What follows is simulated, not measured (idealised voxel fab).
The following process module bears the name voxel wiring stack.
The width of the displayed cross-section, cut, is 210 nm; its cells are square, with a size of 5 nm.
In this document a cross-section is written as a grid of square cells. It is given as a series of bands, listed from the top down, and a band is one or more rows of cells.
Heights first: top, then bottom, in nm. Then materials, left to right, each with a width in nm. "edge to edge" on a single material: fills the band edge to edge. "air": empty space.
Heights are reckoned from 0. Under this level, the received wafer is all of one material. The bottommost band is open-ended downward, for example "0 -> down".
A width given as "30->40" starts at the first number in the band's top row and ends at the second number in its bottom row, shifting by an equal amount at every step from row to row.
"no change occurred" (step): cross-section cells unchanged, all of them.
Basically, "Sealed cavities" tells you about the enclosed voids: empty spaces with no open way to the top, 8 cells or bigger, each written width x height at distance, where distance is from the left edge, all in nm.
Heads up: the bit after the settings on a step's line is the simulator's remark on that step.
A step line may carry the setting "overlay nm", which, for steps involving a mask, states the distance by which the mask lay to the right of its intended position; negative values denote displacement to the left.

[Steps planned for the process]
step 1: RECEIVE with material Si
step 2: CONFORMAL_DEP with material SiO2, thk nm 15
step 3: CONFORMAL_DEP with material SiN, thk nm 5
step 4: DIRECTIONAL_DEP with material SiO2, thk nm 15
step 5: PATTERN with tone open, mask id METAL_1, material resist, width nm 25, pitch nm 50, thk nm 20, overlay nm 0
step 6: DIRECTIONAL_ETCH with etch materials SiO2, depth nm 15
step 7: DIRECTIONAL_ETCH with etch materials SiN, depth nm 5
step 8: STRIP with etch materials resist
step 9: CONFORMAL_DEP with material TiN, thk nm 5
step 10: FILL_DEP with material Cu, thk nm 5
step 11: CMP with height nm 35
step 12: CONFORMAL_DEP with material SiCN, thk nm 5
step 13: DIRECTIONAL_DEP with material lowk, thk nm 25
step 14: DIRECTIONAL_DEP with material aC, thk nm 10
step 15: PATTERN with tone open, mask id METAL_2_HOLES, material resist, width nm 15, pitch nm 50, thk nm 25, overlay nm 0
step 16: DIRECTIONAL_ETCH with etch materials aC, depth nm 10
step 17: STRIP with etch materials resist
step 18: DIRECTIONAL_ETCH with etch materials lowk, depth nm 25
step 19: STRIP with etch materials aC
step 20: PATTERN with tone open, mask id METAL_2, material resist, width nm 25, pitch nm 50, thk nm 20, overlay nm 0
step 21: DIRECTIONAL_ETCH with etch materials lowk, depth nm 15
step 22: DIRECTIONAL_ETCH with etch materials SiCN, depth nm 5
step 23: STRIP with etch materials resist
step 24: CONFORMAL_DEP with material TiN, thk nm 5
step 25: FILL_DEP with material Cu, thk nm 5
step 26: CMP with height nm 65
step 27: CONFORMAL_DEP with material SiCN, thk nm 5
step 28: DIRECTIONAL_DEP with material lowk, thk nm 30
step 29: MASKED_ETCH with tone open, mask id METAL_3, width nm 25, pitch nm 50, etch materials lowk, depth nm 15, overlay nm 0
step 30: DIRECTIONAL_DEP with material aC, thk nm 15
step 31: PATTERN with tone open, mask id METAL_3_HOLES, material resist, width nm 15, pitch nm 50, thk nm 30, overlay nm 0
step 32: DIRECTIONAL_ETCH with etch materials aC, depth nm 15
step 33: STRIP with etch materials resist
step 34: DIRECTIONAL_ETCH with etch materials lowk, depth nm 15
step 35: DIRECTIONAL_ETCH with etch materials SiCN, depth nm 5
step 36: STRIP with etch materials aC
step 37: CONFORMAL_DEP with material TiN, thk nm 5
step 38: FILL_DEP with material Cu, thk nm 10
step 39: CMP with height nm 100
step 40: CONFORMAL_DEP with material SiN, thk nm 5

[Cross-section of the wafer as it came to us, i.e., already through step 1]
* 0 -> down: Si edge to edge
* Sealed cavities: none

[Result of the module, cross-sectioned: start per above, plan per above, one error in how it was run]
* 105 -> 100: SiN edge to edge
* 100 -> 90: 65 lowk, 5 TiN, 15 Cu, 5 TiN, 25 lowk, 5 TiN, 15 Cu, 5 TiN, 70 lowk
* 90 -> 85: 65 lowk, 5 TiN, 5 Cu, 15 TiN, 25 lowk, 5 TiN, 5 Cu, 15 TiN, 70 lowk
* 85 -> 70: 65 lowk, 5 TiN, 5 Cu, 5 TiN, 35 lowk, 5 TiN, 5 Cu, 5 TiN, 80 lowk
* 70 -> 65: 65 SiCN, 15 TiN, 35 SiCN, 15 TiN, 80 SiCN
* 65 -> 55: 65 lowk, 5 TiN, 15 Cu, 5 TiN, 25 lowk, 5 TiN, 15 Cu, 5 TiN, 70 lowk
* 55 -> 50: 65 lowk, 5 TiN, 5 Cu, 15 TiN, 25 lowk, 5 TiN, 5 Cu, 15 TiN, 70 lowk
* 50 -> 40: 65 lowk, 5 TiN, 5 Cu, 5 TiN, 35 lowk, 5 TiN, 5 Cu, 5 TiN, 80 lowk
* 40 -> 35: 65 SiCN, 15 TiN, 35 SiCN, 15 TiN, 80 SiCN
* 35 -> 30: 70 TiN, 15 Cu, 35 TiN, 15 Cu, 75 TiN
* 30 -> 20: 65 SiO2, 5 TiN, 15 Cu, 5 TiN, 25 SiO2, 5 TiN, 15 Cu, 5 TiN, 70 SiO2
* 20 -> 15: 65 SiO2, 25 TiN, 25 SiO2, 25 TiN, 70 SiO2
* 15 -> 0: SiO2 edge to edge
* 0 -> down: Si edge to edge
* Sealed cavities: none
Misprocessing identified: step 3 of the plan was jumped over and never run
